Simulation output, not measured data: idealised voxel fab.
process module | voxel capacitor over wiring
cross-section cut | 245 nm wide | cells 5 nm
A cross-section is a grid of square cells, given in bands from the top down. A band is one or more rows of cells.
Each band's line starts with the height of the band's top and of its bottom, in nm. Then come its materials from left to right, each with its width in nm. One material with "throughout" fills the band from edge to edge. "air" is empty space.
Height 0 is the level under which the wafer as received is all one material. The lowest band goes on downwards, as in "0 down".
A width such as "30 to 40" changes by the same amount from each row of cells to the next, from the band's top row to its bottom row.
"no change" after a step means that no cell of the cross-section changed.
closed voids: empty space of 8 cells or more with no open way to the top, each as width x height at its distance from the left edge, in nm
after a step's settings: what the simulator itself notes on the step
overlay nm, on a step with a mask: how far to the right of its planned place the mask lay; to the left if negative
plan
1 op RECEIVE | material Si
2 op CONFORMAL_DEP | material SiO2 | thk nm 15
3 op CONFORMAL_DEP | material SiN | thk nm 5
4 op DIRECTIONAL_DEP | material SiO2 | thk nm 20
5 op DIRECTIONAL_DEP | material aC | thk nm 10
6 op PATTERN | tone open | mask id METAL_1 | material resist | width nm 25 | pitch nm 90 | thk nm 25 | overlay nm 0
7 op DIRECTIONAL_ETCH | etch materials aC | depth nm 10
8 op STRIP | etch materials resist
9 op DIRECTIONAL_ETCH | etch materials SiO2 | depth nm 20
10 op DIRECTIONAL_ETCH | etch materials SiN | depth nm 5
11 op STRIP | etch materials aC
12 op CONFORMAL_DEP | material TiN | thk nm 5
13 op FILL_DEP | material W | thk nm 10
14 op CMP | height nm 40
15 op CONFORMAL_DEP | material SiCN | thk nm 5
16 op DIRECTIONAL_DEP | material lowk | thk nm 20
17 op MASKED_ETCH | tone open | mask id PLUG_1 | width nm 15 | etch materials lowk | depth nm 20 | overlay nm 0
18 op MASKED_ETCH | tone open | mask id PLUG_1 | width nm 15 | etch materials SiCN | depth nm 5 | overlay nm 0
19 op CONFORMAL_DEP | material TiN | thk nm 5
20 op FILL_DEP | material W | thk nm 5
21 op CMP | height nm 65
22 op DIRECTIONAL_DEP | material TiN | thk nm 10
23 op DIRECTIONAL_DEP | material HfO2 | thk nm 5
24 op DIRECTIONAL_DEP | material TiN | thk nm 10
25 op DIRECTIONAL_DEP | material aC | thk nm 15
26 op PATTERN | tone cover | mask id UPPER_PLATE | material resist | width nm 70 | thk nm 30 | overlay nm 0
27 op DIRECTIONAL_ETCH | etch materials aC | depth nm 15
28 op STRIP | etch materials resist
29 op DIRECTIONAL_ETCH | etch materials TiN | depth nm 10
30 op DIRECTIONAL_ETCH | etch materials HfO2 | depth nm 5
31 op STRIP | etch materials aC
32 op DIRECTIONAL_DEP | material aC | thk nm 15
33 op PATTERN | tone cover | mask id LOWER_PLATE | material resist | width nm 80 | thk nm 30 | overlay nm 0
34 op DIRECTIONAL_ETCH | etch materials aC | depth nm 15
35 op STRIP | etch materials resist
36 op DIRECTIONAL_ETCH | etch materials TiN | depth nm 10
37 op STRIP | etch materials aC
38 op FILL_DEP | material SiO2 | thk nm 15
39 op CMP | height nm 100
40 op DIRECTIONAL_DEP | material aC | thk nm 15
41 op PATTERN | tone open | mask id PLUG_2 | material resist | width nm 15 | thk nm 35 | overlay nm 0
42 op DIRECTIONAL_ETCH | etch materials aC | depth nm 15
43 op STRIP | etch materials resist
44 op DIRECTIONAL_ETCH | etch materials SiO2 | depth nm 10
45 op STRIP | etch materials aC
46 op CONFORMAL_DEP | material TiN | thk nm 5
47 op FILL_DEP | material Ru | thk nm 10
48 op CMP | height nm 100
49 op CONFORMAL_DEP | material SiN | thk nm 5
as received, after step 1
  0 down: Si throughout
  closed voids: none
a wafer at the end: this start, this plan, one mistake
  105 to 100: SiN throughout
  100 to 95: SiO2 85 | TiN 5 | Ru 5 | TiN 5 | SiO2 145
  95 to 90: SiO2 85 | TiN 15 | SiO2 145
  90 to 80: SiO2 75 | TiN 70 | SiO2 100
  80 to 75: SiO2 75 | HfO2 70 | SiO2 100
  75 to 65: SiO2 70 | TiN 80 | SiO2 95
  65 to 45: lowk 75 | TiN 5 | W 5 | TiN 5 | lowk 155
  45 to 40: SiCN 75 | TiN 15 | SiCN 155
  40 to 30: SiO2 65 | TiN 5 | W 15 | TiN 5 | SiO2 65 | TiN 5 | W 15 | TiN 5 | SiO2 65
  30 to 25: SiN 65 | TiN 25 | SiN 65 | TiN 25 | SiN 65
  25 to 15: SiN throughout
  15 to 0: SiO2 throughout
  0 down: Si throughout
  closed voids: none
what went wrong: step 3 ran as: op CONFORMAL_DEP | material SiN | thk nm 15
